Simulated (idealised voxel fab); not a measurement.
Herein follows the process module entitled voxel trench capacitor.
The cross-section shown here is cut; it is 205 nm wide and divided into square cells measuring 5 nm on a side.
If you're reading a cross-section in this doc, picture square cells in a grid; it comes to you as bands, top ones listed first down to the bottom, and a band can be one or more rows of cells.
Band entry format. Leading values: height of top, height of bottom, nm. Remainder: materials in left-to-right order, each with its width in nm. Special words: "all across" on a single material, which then fills the band edge to edge; "empty", empty space.
Height datum 0, below which the as-received substrate wafer is one material. Lowest band open at the bottom, running downward: "0 and below".
The width entry "30..40" should be interpreted row by row: the top row of cells in the band takes the first number, the bottom row takes the second number, and the change between adjacent rows is uniform throughout.
Step note "no change occurred" = no cross-section cell changed.
Reported under the label "Closed voids list" are the empty spaces having no open way to the top and comprising 8 cells or more; the notation for each is width x height at distance, in which the distance is measured from the left edge and all three values are in nm.
On a step's line, text after the settings is the simulator commenting on that step.
The "overlay nm" setting may appear on a step's line; for a step that uses a mask, it gives how far to the right of its planned position the mask lay, and a negative value indicates the left.
Below is the list of planned process steps
1) RECEIVE (material Si)
2) CONFORMAL_DEP (material SiN; thk nm 10)
3) MASKED_ETCH (tone open; mask id TRENCH; width nm 25; pitch nm 40; etch materials SiN; depth nm 10; overlay nm 0)
4) MASKED_ETCH (tone open; mask id TRENCH; width nm 25; pitch nm 40; etch materials Si; depth nm 30; overlay nm 0)
5) CONFORMAL_DEP (material SiO2; thk nm 5)
6) FILL_DEP (material polySi; thk nm 5)
7) CMP (height nm 10)
Step 1 complete: cross-section of the wafer as received
	0 and below: Si all across
	Closed voids list: none
Wafer cross-section at end of module: start and plan as shown above, one execution error
	10 down to 0: SiN 70 | SiO2 5 | polySi 15 | SiO2 5 | SiN 15 | SiO2 5 | polySi 15 | SiO2 5 | SiN 70
	0 down to -35: Si 70 | SiO2 5 | polySi 15 | SiO2 5 | Si 15 | SiO2 5 | polySi 15 | SiO2 5 | Si 70
	-35 down to -40: Si 70 | SiO2 25 | Si 15 | SiO2 25 | Si 70
	-40 and below: Si all across
	Closed voids list: none
Finding, execution versus plan: step 4, actual vs plan mismatch, actual run MASKED_ETCH (tone open; mask id TRENCH; width nm 25; pitch nm 40; etch materials Si; depth nm 40; overlay nm 0)
